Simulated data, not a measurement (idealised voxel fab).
Name of the process module below: voxel wiring stack
Section shown: cut. Width: 215 nm. Cell size: 5 nm, square.
For the purposes of this document, a cross-section shall be understood as a grid of square cells, specified as bands listed in top-to-bottom order, each band consisting of one or more rows of cells. A band entry consists of two parts. The first gives the height of the band's top and the height of its bottom, in nm. The rest lists the band's materials from left to right, each with its width in nm. A single material labelled with the word "throughout" fills the band from edge to edge, and the word "empty" marks empty space. Counting heights begins at 0, where everything beneath is, in the wafer as received, one material. The lowest band has no bottom; it goes on downwards, as "z 0 and below" shows. Quick explanation for "30..40": the width changes in equal steps down the rows of cells, from the first number in the band's top row to the second number in its bottom row. "remained the same" -> step changed no cross-section cell. The label "Closed cavities" introduces a list of the empty spaces, 8 cells or larger, that have no open way up to the top; each entry in it reads width x height at distance, where the distance is taken from the left edge and all three are stated in nm. Where a step's line continues beyond its settings, the continuation is a remark by the simulator itself on that step. overlay nm: for a step with a mask, the amount by which the mask lay right of where it was planned; a negative amount means left of it.

Set out below are the planned steps of the process
step 1: RECEIVE [material Si]
step 2: CONFORMAL_DEP [material SiO2] [thk nm 15]
step 3: DIRECTIONAL_DEP [material TiN] [thk nm 5]
step 4: DIRECTIONAL_DEP [material Ru] [thk nm 20]
step 5: DIRECTIONAL_DEP [material aC] [thk nm 10]
step 6: PATTERN [tone cover] [mask id METAL_1] [material resist] [width nm 25] [pitch nm 50] [thk nm 30] [overlay nm 0]
step 7: DIRECTIONAL_ETCH [etch materials aC] [depth nm 10]
step 8: STRIP [etch materials resist]
step 9: DIRECTIONAL_ETCH [etch materials Ru] [depth nm 20]
step 10: DIRECTIONAL_ETCH [etch materials TiN] [depth nm 5]
step 11: STRIP [etch materials aC]
step 12: FILL_DEP [material SiO2] [thk nm 10]
step 13: CMP [height nm 40]
step 14: CONFORMAL_DEP [material SiCN] [thk nm 5]
step 15: DIRECTIONAL_DEP [material SiO2] [thk nm 20]
step 16: MASKED_ETCH [tone open] [mask id PLUG_1] [width nm 15] [pitch nm 50] [etch materials SiO2] [depth nm 20] [overlay nm 0]
step 17: MASKED_ETCH [tone open] [mask id PLUG_1] [width nm 15] [pitch nm 50] [etch materials SiCN] [depth nm 5] [overlay nm 0]
step 18: EPI [material Ru] [thk nm 10]
step 19: EPI [material Ru] [thk nm 10]
step 20: EPI [material Ru] [thk nm 5]
step 21: DIRECTIONAL_DEP [material TiN] [thk nm 5]
step 22: DIRECTIONAL_DEP [material Ru] [thk nm 15]
step 23: DIRECTIONAL_DEP [material aC] [thk nm 10]
step 24: PATTERN [tone cover] [mask id METAL_2] [material resist] [width nm 25] [pitch nm 50] [thk nm 30] [overlay nm 0]
step 25: DIRECTIONAL_ETCH [etch materials aC] [depth nm 10]
step 26: STRIP [etch materials resist]
step 27: DIRECTIONAL_ETCH [etch materials Ru] [depth nm 15]
step 28: DIRECTIONAL_ETCH [etch materials TiN] [depth nm 5]
step 29: STRIP [etch materials aC]
step 30: FILL_DEP [material SiO2] [thk nm 5]
step 31: CMP [height nm 85]
step 32: CONFORMAL_DEP [material SiCN] [thk nm 5]
step 33: DIRECTIONAL_DEP [material lowk] [thk nm 10]
step 34: MASKED_ETCH [tone open] [mask id PLUG_2] [width nm 15] [pitch nm 50] [etch materials lowk] [depth nm 10] [overlay nm 0]
step 35: MASKED_ETCH [tone open] [mask id PLUG_2] [width nm 15] [pitch nm 50] [etch materials SiCN] [depth nm 5] [overlay nm 0]
step 36: CONFORMAL_DEP [material TiN] [thk nm 5]
step 37: FILL_DEP [material W] [thk nm 5]
step 38: CMP [height nm 100]
step 39: CONFORMAL_DEP [material SiN] [thk nm 5]
step 40: DIRECTIONAL_DEP [material SiO2] [thk nm 25]
step 41: PATTERN [tone open] [mask id METAL_3] [material resist] [width nm 25] [pitch nm 50] [thk nm 20] [overlay nm 0]
step 42: DIRECTIONAL_ETCH [etch materials SiO2] [depth nm 25]
step 43: DIRECTIONAL_ETCH [etch materials SiN] [depth nm 5]
step 44: STRIP [etch materials resist]
step 45: CONFORMAL_DEP [material TiN] [thk nm 5]
step 46: FILL_DEP [material Cu] [thk nm 5]
step 47: CMP [height nm 130]
step 48: CONFORMAL_DEP [material SiCN] [thk nm 5]
step 49: DIRECTIONAL_DEP [material SiO2] [thk nm 20]
step 50: MASKED_ETCH [tone open] [mask id PLUG_3] [width nm 15] [etch materials SiO2] [depth nm 20] [overlay nm 0]
step 51: MASKED_ETCH [tone open] [mask id PLUG_3] [width nm 15] [etch materials SiCN] [depth nm 5] [overlay nm 0]
step 52: EPI [material Ru] [thk nm 10]
step 53: EPI [material Ru] [thk nm 10]
step 54: EPI [material Ru] [thk nm 5]
step 55: CONFORMAL_DEP [material SiCN] [thk nm 5]
step 56: DIRECTIONAL_DEP [material lowk] [thk nm 25]
step 57: MASKED_ETCH [tone open] [mask id METAL_4] [width nm 25] [pitch nm 50] [etch materials lowk] [depth nm 25] [overlay nm 0]
step 58: MASKED_ETCH [tone open] [mask id METAL_4] [width nm 25] [pitch nm 50] [etch materials SiCN] [depth nm 5] [overlay nm 0]
step 59: CONFORMAL_DEP [material TiN] [thk nm 5]
step 60: FILL_DEP [material Cu] [thk nm 10]
step 61: CMP [height nm 185]
step 62: CONFORMAL_DEP [material SiN] [thk nm 5]

Wafer, first of two, run as planned

Here's what the wafer looked like in cross-section when it arrived - that's after step 1
    z 0 and below | Si throughout
    Closed cavities: none

The following cross-section depicts the wafer upon completion of step 2
    z 15 to 0 | SiO2 throughout
    No changes below 0.

The following cross-section depicts the wafer upon completion of step 3
    z 20 to 15 | TiN throughout
    No changes below 15.

The following cross-section depicts the wafer upon completion of step 4
    z 40 to 20 | Ru throughout
    No changes below 20.

The following cross-section depicts the wafer upon completion of step 5
    z 50 to 40 | aC throughout
    No changes below 40.

The following cross-section depicts the wafer upon completion of step 6
    z 80 to 50 | 70 nm empty | 25 nm resist | 25 nm empty | 25 nm resist | 70 nm empty
    No changes below 50.

The following cross-section depicts the wafer upon completion of step 7
    z 70 to 50 | 70 nm empty | 25 nm resist | 25 nm empty | 25 nm resist | 70 nm empty
    z 50 to 40 | 70 nm empty | 25 nm aC | 25 nm empty | 25 nm aC | 70 nm empty
    No changes below 40.

The following cross-section depicts the wafer upon completion of step 8
    z 50 to 40 | 70 nm empty | 25 nm aC | 25 nm empty | 25 nm aC | 70 nm empty
    No changes below 40.

The following cross-section depicts the wafer upon completion of step 9
    z 50 to 40 | 70 nm empty | 25 nm aC | 25 nm empty | 25 nm aC | 70 nm empty
    z 40 to 20 | 70 nm empty | 25 nm Ru | 25 nm empty | 25 nm Ru | 70 nm empty
    No changes below 20.

The following cross-section depicts the wafer upon completion of step 10
    z 50 to 40 | 70 nm empty | 25 nm aC | 25 nm empty | 25 nm aC | 70 nm empty
    z 40 to 20 | 70 nm empty | 25 nm Ru | 25 nm empty | 25 nm Ru | 70 nm empty
    z 20 to 15 | 70 nm empty | 25 nm TiN | 25 nm empty | 25 nm TiN | 70 nm empty
    No changes below 15.

The following cross-section depicts the wafer upon completion of step 11
    z 40 to 20 | 70 nm empty | 25 nm Ru | 25 nm empty | 25 nm Ru | 70 nm empty
    No changes below 20.

The following cross-section depicts the wafer upon completion of step 12
    z 50 to 40 | SiO2 throughout
    z 40 to 20 | 70 nm SiO2 | 25 nm Ru | 25 nm SiO2 | 25 nm Ru | 70 nm SiO2
    z 20 to 15 | 70 nm SiO2 | 25 nm TiN | 25 nm SiO2 | 25 nm TiN | 70 nm SiO2
    No changes below 15.

The following cross-section depicts the wafer upon completion of step 13
    z 40 to 20 | 70 nm SiO2 | 25 nm Ru | 25 nm SiO2 | 25 nm Ru | 70 nm SiO2
    No changes below 20.

The following cross-section depicts the wafer upon completion of step 14
    z 45 to 40 | SiCN throughout
    No changes below 40.

The following cross-section depicts the wafer upon completion of step 15
    z 65 to 45 | SiO2 throughout
    No changes below 45.

The following cross-section depicts the wafer upon completion of step 16
    z 65 to 45 | 70 nm SiO2 | 15 nm empty | 35 nm SiO2 | 15 nm empty | 80 nm SiO2
    No changes below 45.

The following cross-section depicts the wafer upon completion of step 17
    z 65 to 45 | 70 nm SiO2 | 15 nm empty | 35 nm SiO2 | 15 nm empty | 80 nm SiO2
    z 45 to 40 | 70 nm SiCN | 15 nm empty | 35 nm SiCN | 15 nm empty | 80 nm SiCN
    No changes below 40.

The following cross-section depicts the wafer upon completion of step 18
    z 65 to 50 | 70 nm SiO2 | 15 nm empty | 35 nm SiO2 | 15 nm empty | 80 nm SiO2
    z 50 to 45 | 70 nm SiO2 | 15 nm Ru | 35 nm SiO2 | 15 nm Ru | 80 nm SiO2
    z 45 to 40 | 70 nm SiCN | 15 nm Ru | 35 nm SiCN | 15 nm Ru | 80 nm SiCN
    No changes below 40.

The following cross-section depicts the wafer upon completion of step 19
    z 65 to 60 | 70 nm SiO2 | 15 nm empty | 35 nm SiO2 | 15 nm empty | 80 nm SiO2
    z 60 to 45 | 70 nm SiO2 | 15 nm Ru | 35 nm SiO2 | 15 nm Ru | 80 nm SiO2
    No changes below 45.

The following cross-section depicts the wafer upon completion of step 20
    z 65 to 45 | 70 nm SiO2 | 15 nm Ru | 35 nm SiO2 | 15 nm Ru | 80 nm SiO2
    No changes below 45.

The following cross-section depicts the wafer upon completion of step 21
    z 70 to 65 | TiN throughout
    No changes below 65.

The following cross-section depicts the wafer upon completion of step 22
    z 85 to 70 | Ru throughout
    No changes below 70.

The following cross-section depicts the wafer upon completion of step 23
    z 95 to 85 | aC throughout
    No changes below 85.

The following cross-section depicts the wafer upon completion of step 24
    z 125 to 95 | 70 nm empty | 25 nm resist | 25 nm empty | 25 nm resist | 70 nm empty
    No changes below 95.

The following cross-section depicts the wafer upon completion of step 25
    z 115 to 95 | 70 nm empty | 25 nm resist | 25 nm empty | 25 nm resist | 70 nm empty
    z 95 to 85 | 70 nm empty | 25 nm aC | 25 nm empty | 25 nm aC | 70 nm empty
    No changes below 85.

The following cross-section depicts the wafer upon completion of step 26
    z 95 to 85 | 70 nm empty | 25 nm aC | 25 nm empty | 25 nm aC | 70 nm empty
    No changes below 85.

The following cross-section depicts the wafer upon completion of step 27
    z 95 to 85 | 70 nm empty | 25 nm aC | 25 nm empty | 25 nm aC | 70 nm empty
    z 85 to 70 | 70 nm empty | 25 nm Ru | 25 nm empty | 25 nm Ru | 70 nm empty
    No changes below 70.

The following cross-section depicts the wafer upon completion of step 28
    z 95 to 85 | 70 nm empty | 25 nm aC | 25 nm empty | 25 nm aC | 70 nm empty
    z 85 to 70 | 70 nm empty | 25 nm Ru | 25 nm empty | 25 nm Ru | 70 nm empty
    z 70 to 65 | 70 nm empty | 25 nm TiN | 25 nm empty | 25 nm TiN | 70 nm empty
    No changes below 65.

The following cross-section depicts the wafer upon completion of step 29
    z 85 to 70 | 70 nm empty | 25 nm Ru | 25 nm empty | 25 nm Ru | 70 nm empty
    No changes below 70.

The following cross-section depicts the wafer upon completion of step 30
    z 90 to 85 | SiO2 throughout
    z 85 to 70 | 70 nm SiO2 | 25 nm Ru | 25 nm SiO2 | 25 nm Ru | 70 nm SiO2
    z 70 to 65 | 70 nm SiO2 | 25 nm TiN | 25 nm SiO2 | 25 nm TiN | 70 nm SiO2
    No changes below 65.

The following cross-section depicts the wafer upon completion of step 31
    z 85 to 70 | 70 nm SiO2 | 25 nm Ru | 25 nm SiO2 | 25 nm Ru | 70 nm SiO2
    No changes below 70.

The following cross-section depicts the wafer upon completion of step 32
    z 90 to 85 | SiCN throughout
    No changes below 85.

The following cross-section depicts the wafer upon completion of step 33
    z 100 to 90 | lowk throughout
    No changes below 90.

The following cross-section depicts the wafer upon completion of step 34
    z 100 to 90 | 70 nm lowk | 15 nm empty | 35 nm lowk | 15 nm empty | 80 nm lowk
    No changes below 90.

The following cross-section depicts the wafer upon completion of step 35
    z 100 to 90 | 70 nm lowk | 15 nm empty | 35 nm lowk | 15 nm empty | 80 nm lowk
    z 90 to 85 | 70 nm SiCN | 15 nm empty | 35 nm SiCN | 15 nm empty | 80 nm SiCN
    No changes below 85.

The following cross-section depicts the wafer upon completion of step 36
    z 105 to 100 | 75 nm TiN | 5 nm empty | 45 nm TiN | 5 nm empty | 85 nm TiN
    z 100 to 90 | 70 nm lowk | 5 nm TiN | 5 nm empty | 5 nm TiN | 35 nm lowk | 5 nm TiN | 5 nm empty | 5 nm TiN | 80 nm lowk
    z 90 to 85 | 70 nm SiCN | 15 nm TiN | 35 nm SiCN | 15 nm TiN | 80 nm SiCN
    No changes below 85.

The following cross-section depicts the wafer upon completion of step 37
    z 110 to 105 | W throughout
    z 105 to 100 | 75 nm TiN | 5 nm W | 45 nm TiN | 5 nm W | 85 nm TiN
    z 100 to 90 | 70 nm lowk | 5 nm TiN | 5 nm W | 5 nm TiN | 35 nm lowk | 5 nm TiN | 5 nm W | 5 nm TiN | 80 nm lowk
    No changes below 90.

The following cross-section depicts the wafer upon completion of step 38
    z 100 to 90 | 70 nm lowk | 5 nm TiN | 5 nm W | 5 nm TiN | 35 nm lowk | 5 nm TiN | 5 nm W | 5 nm TiN | 80 nm lowk
    No changes below 90.

The following cross-section depicts the wafer upon completion of step 39
    z 105 to 100 | SiN throughout
    No changes below 100.

The following cross-section depicts the wafer upon completion of step 40
    z 130 to 105 | SiO2 throughout
    No changes below 105.

The following cross-section depicts the wafer upon completion of step 41
    z 150 to 130 | 70 nm resist | 25 nm empty | 25 nm resist | 25 nm empty | 70 nm resist
    No changes below 130.

The following cross-section depicts the wafer upon completion of step 42
    z 150 to 130 | 70 nm resist | 25 nm empty | 25 nm resist | 25 nm empty | 70 nm resist
    z 130 to 105 | 70 nm SiO2 | 25 nm empty | 25 nm SiO2 | 25 nm empty | 70 nm SiO2
    No changes below 105.

The following cross-section depicts the wafer upon completion of step 43
    z 150 to 130 | 70 nm resist | 25 nm empty | 25 nm resist | 25 nm empty | 70 nm resist
    z 130 to 105 | 70 nm SiO2 | 25 nm empty | 25 nm SiO2 | 25 nm empty | 70 nm SiO2
    z 105 to 100 | 70 nm SiN | 25 nm empty | 25 nm SiN | 25 nm empty | 70 nm SiN
    No changes below 100.

The following cross-section depicts the wafer upon completion of step 44
    z 130 to 105 | 70 nm SiO2 | 25 nm empty | 25 nm SiO2 | 25 nm empty | 70 nm SiO2
    No changes below 105.

The following cross-section depicts the wafer upon completion of step 45
    z 135 to 130 | 75 nm TiN | 15 nm empty | 35 nm TiN | 15 nm empty | 75 nm TiN
    z 130 to 105 | 70 nm SiO2 | 5 nm TiN | 15 nm empty | 5 nm TiN | 25 nm SiO2 | 5 nm TiN | 15 nm empty | 5 nm TiN | 70 nm SiO2
    z 105 to 100 | 70 nm SiN | 25 nm TiN | 25 nm SiN | 25 nm TiN | 70 nm SiN
    No changes below 100.

The following cross-section depicts the wafer upon completion of step 46
    z 140 to 135 | Cu throughout
    z 135 to 130 | 75 nm TiN | 15 nm Cu | 35 nm TiN | 15 nm Cu | 75 nm TiN
    z 130 to 105 | 70 nm SiO2 | 5 nm TiN | 15 nm Cu | 5 nm TiN | 25 nm SiO2 | 5 nm TiN | 15 nm Cu | 5 nm TiN | 70 nm SiO2
    No changes below 105.

The following cross-section depicts the wafer upon completion of step 47
    z 130 to 105 | 70 nm SiO2 | 5 nm TiN | 15 nm Cu | 5 nm TiN | 25 nm SiO2 | 5 nm TiN | 15 nm Cu | 5 nm TiN | 70 nm SiO2
    No changes below 105.

The following cross-section depicts the wafer upon completion of step 48
    z 135 to 130 | SiCN throughout
    No changes below 130.

The following cross-section depicts the wafer upon completion of step 49
    z 155 to 135 | SiO2 throughout
    No changes below 135.

The following cross-section depicts the wafer upon completion of step 50
    z 155 to 135 | 70 nm SiO2 | 15 nm empty | 130 nm SiO2
    No changes below 135.

The following cross-section depicts the wafer upon completion of step 51
    z 155 to 135 | 70 nm SiO2 | 15 nm empty | 130 nm SiO2
    z 135 to 130 | 70 nm SiCN | 15 nm empty | 130 nm SiCN
    No changes below 130.

The following cross-section depicts the wafer upon completion of step 52
    z 155 to 140 | 70 nm SiO2 | 15 nm empty | 130 nm SiO2
    z 140 to 135 | 70 nm SiO2 | 15 nm Ru | 130 nm SiO2
    z 135 to 130 | 70 nm SiCN | 15 nm Ru | 130 nm SiCN
    No changes below 130.

The following cross-section depicts the wafer upon completion of step 53
    z 155 to 150 | 70 nm SiO2 | 15 nm empty | 130 nm SiO2
    z 150 to 135 | 70 nm SiO2 | 15 nm Ru | 130 nm SiO2
    No changes below 135.

The following cross-section depicts the wafer upon completion of step 54
    z 155 to 135 | 70 nm SiO2 | 15 nm Ru | 130 nm SiO2
    No changes below 135.

The following cross-section depicts the wafer upon completion of step 55
    z 160 to 155 | SiCN throughout
    No changes below 155.

The following cross-section depicts the wafer upon completion of step 56
    z 185 to 160 | lowk throughout
    No changes below 160.

The following cross-section depicts the wafer upon completion of step 57
    z 185 to 160 | 70 nm lowk | 25 nm empty | 25 nm lowk | 25 nm empty | 70 nm lowk
    No changes below 160.

The following cross-section depicts the wafer upon completion of step 58
    z 185 to 160 | 70 nm lowk | 25 nm empty | 25 nm lowk | 25 nm empty | 70 nm lowk
    z 160 to 155 | 70 nm SiCN | 25 nm empty | 25 nm SiCN | 25 nm empty | 70 nm SiCN
    No changes below 155.

The following cross-section depicts the wafer upon completion of step 59
    z 190 to 185 | 75 nm TiN | 15 nm empty | 35 nm TiN | 15 nm empty | 75 nm TiN
    z 185 to 160 | 70 nm lowk | 5 nm TiN | 15 nm empty | 5 nm TiN | 25 nm lowk | 5 nm TiN | 15 nm empty | 5 nm TiN | 70 nm lowk
    z 160 to 155 | 70 nm SiCN | 25 nm TiN | 25 nm SiCN | 25 nm TiN | 70 nm SiCN
    No changes below 155.

The following cross-section depicts the wafer upon completion of step 60
    z 200 to 190 | Cu throughout
    z 190 to 185 | 75 nm TiN | 15 nm Cu | 35 nm TiN | 15 nm Cu | 75 nm TiN
    z 185 to 160 | 70 nm lowk | 5 nm TiN | 15 nm Cu | 5 nm TiN | 25 nm lowk | 5 nm TiN | 15 nm Cu | 5 nm TiN | 70 nm lowk
    No changes below 160.

The following cross-section depicts the wafer upon completion of step 61
    z 185 to 160 | 70 nm lowk | 5 nm TiN | 15 nm Cu | 5 nm TiN | 25 nm lowk | 5 nm TiN | 15 nm Cu | 5 nm TiN | 70 nm lowk
    No changes below 160.

The following cross-section depicts the wafer upon completion of step 62
    z 190 to 185 | SiN throughout
    No changes below 185.

The second wafer was prepared from the same starting point and under the same plan as the first; its processing contained one mistake, and it remains indistinguishable from the first wafer up to and including step 17

What the second wafer looks like in cross-section when step 19 should have wrapped up
    z 70 to 65 | 65 nm empty | 25 nm Ru | 25 nm empty | 25 nm Ru | 75 nm empty
    z 65 to 45 | 70 nm SiO2 | 15 nm Ru | 35 nm SiO2 | 15 nm Ru | 80 nm SiO2
    z 45 to 40 | 70 nm SiCN | 15 nm Ru | 35 nm SiCN | 15 nm Ru | 80 nm SiCN
    No changes below 40.

What the second wafer looks like in cross-section when step 20 should have wrapped up
    z 75 to 65 | 60 nm empty | 35 nm Ru | 15 nm empty | 35 nm Ru | 70 nm empty
    No changes below 65.

What the second wafer looks like in cross-section when step 21 should have wrapped up
    z 80 to 75 | 60 nm empty | 35 nm TiN | 15 nm empty | 35 nm TiN | 70 nm empty
    z 75 to 70 | 60 nm empty | 35 nm Ru | 15 nm empty | 35 nm Ru | 70 nm empty
    z 70 to 65 | 60 nm TiN | 35 nm Ru | 15 nm TiN | 35 nm Ru | 70 nm TiN
    No changes below 65.

What the second wafer looks like in cross-section when step 22 should have wrapped up
    z 95 to 85 | 60 nm empty | 35 nm Ru | 15 nm empty | 35 nm Ru | 70 nm empty
    z 85 to 80 | Ru throughout
    z 80 to 75 | 60 nm Ru | 35 nm TiN | 15 nm Ru | 35 nm TiN | 70 nm Ru
    z 75 to 70 | Ru throughout
    No changes below 70.

What the second wafer looks like in cross-section when step 23 should have wrapped up
    z 105 to 95 | 60 nm empty | 35 nm aC | 15 nm empty | 35 nm aC | 70 nm empty
    z 95 to 85 | 60 nm aC | 35 nm Ru | 15 nm aC | 35 nm Ru | 70 nm aC
    No changes below 85.

What the second wafer looks like in cross-section when step 24 should have wrapped up
    z 135 to 105 | 70 nm empty | 25 nm resist | 25 nm empty | 25 nm resist | 70 nm empty
    No changes below 105.

What the second wafer looks like in cross-section when step 25 should have wrapped up
    z 125 to 105 | 70 nm empty | 25 nm resist | 25 nm empty | 25 nm resist | 70 nm empty
    z 105 to 95 | 70 nm empty | 25 nm aC | 25 nm empty | 25 nm aC | 70 nm empty
    z 95 to 85 | 60 nm empty | 35 nm Ru | 15 nm empty | 35 nm Ru | 70 nm empty
    No changes below 85.

What the second wafer looks like in cross-section when step 26 should have wrapped up
    z 105 to 95 | 70 nm empty | 25 nm aC | 25 nm empty | 25 nm aC | 70 nm empty
    No changes below 95.

What the second wafer looks like in cross-section when step 27 should have wrapped up
    z 105 to 95 | 70 nm empty | 25 nm aC | 25 nm empty | 25 nm aC | 70 nm empty
    z 95 to 80 | 70 nm empty | 25 nm Ru | 25 nm empty | 25 nm Ru | 70 nm empty
    z 80 to 75 | 60 nm empty | 35 nm TiN | 15 nm empty | 35 nm TiN | 70 nm empty
    z 75 to 70 | 60 nm empty | 35 nm Ru | 15 nm empty | 35 nm Ru | 70 nm empty
    No changes below 70.

What the second wafer looks like in cross-section when step 28 should have wrapped up
    z 105 to 95 | 70 nm empty | 25 nm aC | 25 nm empty | 25 nm aC | 70 nm empty
    z 95 to 80 | 70 nm empty | 25 nm Ru | 25 nm empty | 25 nm Ru | 70 nm empty
    z 80 to 75 | 70 nm empty | 25 nm TiN | 25 nm empty | 25 nm TiN | 70 nm empty
    z 75 to 65 | 60 nm empty | 35 nm Ru | 15 nm empty | 35 nm Ru | 70 nm empty
    No changes below 65.

What the second wafer looks like in cross-section when step 29 should have wrapped up
    z 95 to 80 | 70 nm empty | 25 nm Ru | 25 nm empty | 25 nm Ru | 70 nm empty
    No changes below 80.

What the second wafer looks like in cross-section when step 30 should have wrapped up
    z 100 to 95 | SiO2 throughout
    z 95 to 80 | 70 nm SiO2 | 25 nm Ru | 25 nm SiO2 | 25 nm Ru | 70 nm SiO2
    z 80 to 75 | 70 nm SiO2 | 25 nm TiN | 25 nm SiO2 | 25 nm TiN | 70 nm SiO2
    z 75 to 65 | 60 nm SiO2 | 35 nm Ru | 15 nm SiO2 | 35 nm Ru | 70 nm SiO2
    No changes below 65.

What the second wafer looks like in cross-section when step 31 should have wrapped up
    z 85 to 80 | 70 nm SiO2 | 25 nm Ru | 25 nm SiO2 | 25 nm Ru | 70 nm SiO2
    No changes below 80.

What the second wafer looks like in cross-section when step 32 should have wrapped up
    z 90 to 85 | SiCN throughout
    No changes below 85.

What the second wafer looks like in cross-section when step 33 should have wrapped up
    z 100 to 90 | lowk throughout
    No changes below 90.

What the second wafer looks like in cross-section when step 34 should have wrapped up
    z 100 to 90 | 70 nm lowk | 15 nm empty | 35 nm lowk | 15 nm empty | 80 nm lowk
    No changes below 90.

What the second wafer looks like in cross-section when step 35 should have wrapped up
    z 100 to 90 | 70 nm lowk | 15 nm empty | 35 nm lowk | 15 nm empty | 80 nm lowk
    z 90 to 85 | 70 nm SiCN | 15 nm empty | 35 nm SiCN | 15 nm empty | 80 nm SiCN
    No changes below 85.

What the second wafer looks like in cross-section when step 36 should have wrapped up
    z 105 to 100 | 75 nm TiN | 5 nm empty | 45 nm TiN | 5 nm empty | 85 nm TiN
    z 100 to 90 | 70 nm lowk | 5 nm TiN | 5 nm empty | 5 nm TiN | 35 nm lowk | 5 nm TiN | 5 nm empty | 5 nm TiN | 80 nm lowk
    z 90 to 85 | 70 nm SiCN | 15 nm TiN | 35 nm SiCN | 15 nm TiN | 80 nm SiCN
    No changes below 85.

What the second wafer looks like in cross-section when step 37 should have wrapped up
    z 110 to 105 | W throughout
    z 105 to 100 | 75 nm TiN | 5 nm W | 45 nm TiN | 5 nm W | 85 nm TiN
    z 100 to 90 | 70 nm lowk | 5 nm TiN | 5 nm W | 5 nm TiN | 35 nm lowk | 5 nm TiN | 5 nm W | 5 nm TiN | 80 nm lowk
    No changes below 90.

What the second wafer looks like in cross-section when step 38 should have wrapped up
    z 100 to 90 | 70 nm lowk | 5 nm TiN | 5 nm W | 5 nm TiN | 35 nm lowk | 5 nm TiN | 5 nm W | 5 nm TiN | 80 nm lowk
    No changes below 90.

What the second wafer looks like in cross-section when step 39 should have wrapped up
    z 105 to 100 | SiN throughout
    No changes below 100.

What the second wafer looks like in cross-section when step 40 should have wrapped up
    z 130 to 105 | SiO2 throughout
    No changes below 105.

What the second wafer looks like in cross-section when step 41 should have wrapped up
    z 150 to 130 | 70 nm resist | 25 nm empty | 25 nm resist | 25 nm empty | 70 nm resist
    No changes below 130.

What the second wafer looks like in cross-section when step 42 should have wrapped up
    z 150 to 130 | 70 nm resist | 25 nm empty | 25 nm resist | 25 nm empty | 70 nm resist
    z 130 to 105 | 70 nm SiO2 | 25 nm empty | 25 nm SiO2 | 25 nm empty | 70 nm SiO2
    No changes below 105.

What the second wafer looks like in cross-section when step 43 should have wrapped up
    z 150 to 130 | 70 nm resist | 25 nm empty | 25 nm resist | 25 nm empty | 70 nm resist
    z 130 to 105 | 70 nm SiO2 | 25 nm empty | 25 nm SiO2 | 25 nm empty | 70 nm SiO2
    z 105 to 100 | 70 nm SiN | 25 nm empty | 25 nm SiN | 25 nm empty | 70 nm SiN
    No changes below 100.

What the second wafer looks like in cross-section when step 44 should have wrapped up
    z 130 to 105 | 70 nm SiO2 | 25 nm empty | 25 nm SiO2 | 25 nm empty | 70 nm SiO2
    No changes below 105.

What the second wafer looks like in cross-section when step 45 should have wrapped up
    z 135 to 130 | 75 nm TiN | 15 nm empty | 35 nm TiN | 15 nm empty | 75 nm TiN
    z 130 to 105 | 70 nm SiO2 | 5 nm TiN | 15 nm empty | 5 nm TiN | 25 nm SiO2 | 5 nm TiN | 15 nm empty | 5 nm TiN | 70 nm SiO2
    z 105 to 100 | 70 nm SiN | 25 nm TiN | 25 nm SiN | 25 nm TiN | 70 nm SiN
    No changes below 100.

What the second wafer looks like in cross-section when step 46 should have wrapped up
    z 140 to 135 | Cu throughout
    z 135 to 130 | 75 nm TiN | 15 nm Cu | 35 nm TiN | 15 nm Cu | 75 nm TiN
    z 130 to 105 | 70 nm SiO2 | 5 nm TiN | 15 nm Cu | 5 nm TiN | 25 nm SiO2 | 5 nm TiN | 15 nm Cu | 5 nm TiN | 70 nm SiO2
    No changes below 105.

What the second wafer looks like in cross-section when step 47 should have wrapped up
    z 130 to 105 | 70 nm SiO2 | 5 nm TiN | 15 nm Cu | 5 nm TiN | 25 nm SiO2 | 5 nm TiN | 15 nm Cu | 5 nm TiN | 70 nm SiO2
    No changes below 105.

What the second wafer looks like in cross-section when step 48 should have wrapped up
    z 135 to 130 | SiCN throughout
    No changes below 130.

What the second wafer looks like in cross-section when step 49 should have wrapped up
    z 155 to 135 | SiO2 throughout
    No changes below 135.

What the second wafer looks like in cross-section when step 50 should have wrapped up
    z 155 to 135 | 70 nm SiO2 | 15 nm empty | 130 nm SiO2
    No changes below 135.

What the second wafer looks like in cross-section when step 51 should have wrapped up
    z 155 to 135 | 70 nm SiO2 | 15 nm empty | 130 nm SiO2
    z 135 to 130 | 70 nm SiCN | 15 nm empty | 130 nm SiCN
    No changes below 130.

What the second wafer looks like in cross-section when step 52 should have wrapped up
    z 155 to 140 | 70 nm SiO2 | 15 nm empty | 130 nm SiO2
    z 140 to 135 | 70 nm SiO2 | 15 nm Ru | 130 nm SiO2
    z 135 to 130 | 70 nm SiCN | 15 nm Ru | 130 nm SiCN
    No changes below 130.

What the second wafer looks like in cross-section when step 53 should have wrapped up
    z 155 to 150 | 70 nm SiO2 | 15 nm empty | 130 nm SiO2
    z 150 to 135 | 70 nm SiO2 | 15 nm Ru | 130 nm SiO2
    No changes below 135.

What the second wafer looks like in cross-section when step 54 should have wrapped up
    z 155 to 135 | 70 nm SiO2 | 15 nm Ru | 130 nm SiO2
    No changes below 135.

What the second wafer looks like in cross-section when step 55 should have wrapped up
    z 160 to 155 | SiCN throughout
    No changes below 155.

What the second wafer looks like in cross-section when step 56 should have wrapped up
    z 185 to 160 | lowk throughout
    No changes below 160.

What the second wafer looks like in cross-section when step 57 should have wrapped up
    z 185 to 160 | 70 nm lowk | 25 nm empty | 25 nm lowk | 25 nm empty | 70 nm lowk
    No changes below 160.

What the second wafer looks like in cross-section when step 58 should have wrapped up
    z 185 to 160 | 70 nm lowk | 25 nm empty | 25 nm lowk | 25 nm empty | 70 nm lowk
    z 160 to 155 | 70 nm SiCN | 25 nm empty | 25 nm SiCN | 25 nm empty | 70 nm SiCN
    No changes below 155.

What the second wafer looks like in cross-section when step 59 should have wrapped up
    z 190 to 185 | 75 nm TiN | 15 nm empty | 35 nm TiN | 15 nm empty | 75 nm TiN
    z 185 to 160 | 70 nm lowk | 5 nm TiN | 15 nm empty | 5 nm TiN | 25 nm lowk | 5 nm TiN | 15 nm empty | 5 nm TiN | 70 nm lowk
    z 160 to 155 | 70 nm SiCN | 25 nm TiN | 25 nm SiCN | 25 nm TiN | 70 nm SiCN
    No changes below 155.

What the second wafer looks like in cross-section when step 60 should have wrapped up
    z 200 to 190 | Cu throughout
    z 190 to 185 | 75 nm TiN | 15 nm Cu | 35 nm TiN | 15 nm Cu | 75 nm TiN
    z 185 to 160 | 70 nm lowk | 5 nm TiN | 15 nm Cu | 5 nm TiN | 25 nm lowk | 5 nm TiN | 15 nm Cu | 5 nm TiN | 70 nm lowk
    No changes below 160.

What the second wafer looks like in cross-section when step 61 should have wrapped up
    z 185 to 160 | 70 nm lowk | 5 nm TiN | 15 nm Cu | 5 nm TiN | 25 nm lowk | 5 nm TiN | 15 nm Cu | 5 nm TiN | 70 nm lowk
    No changes below 160.

What the second wafer looks like in cross-section when step 62 should have wrapped up
    z 190 to 185 | SiN throughout
    No changes below 185.
Nonconformance to the process plan: one of steps 18 and 19 got run twice, and since they're all the same there's no telling which
FYI, end of process, the second wafer has more or fewer cells of some materials than the first: Ru +8, SiO2 -8
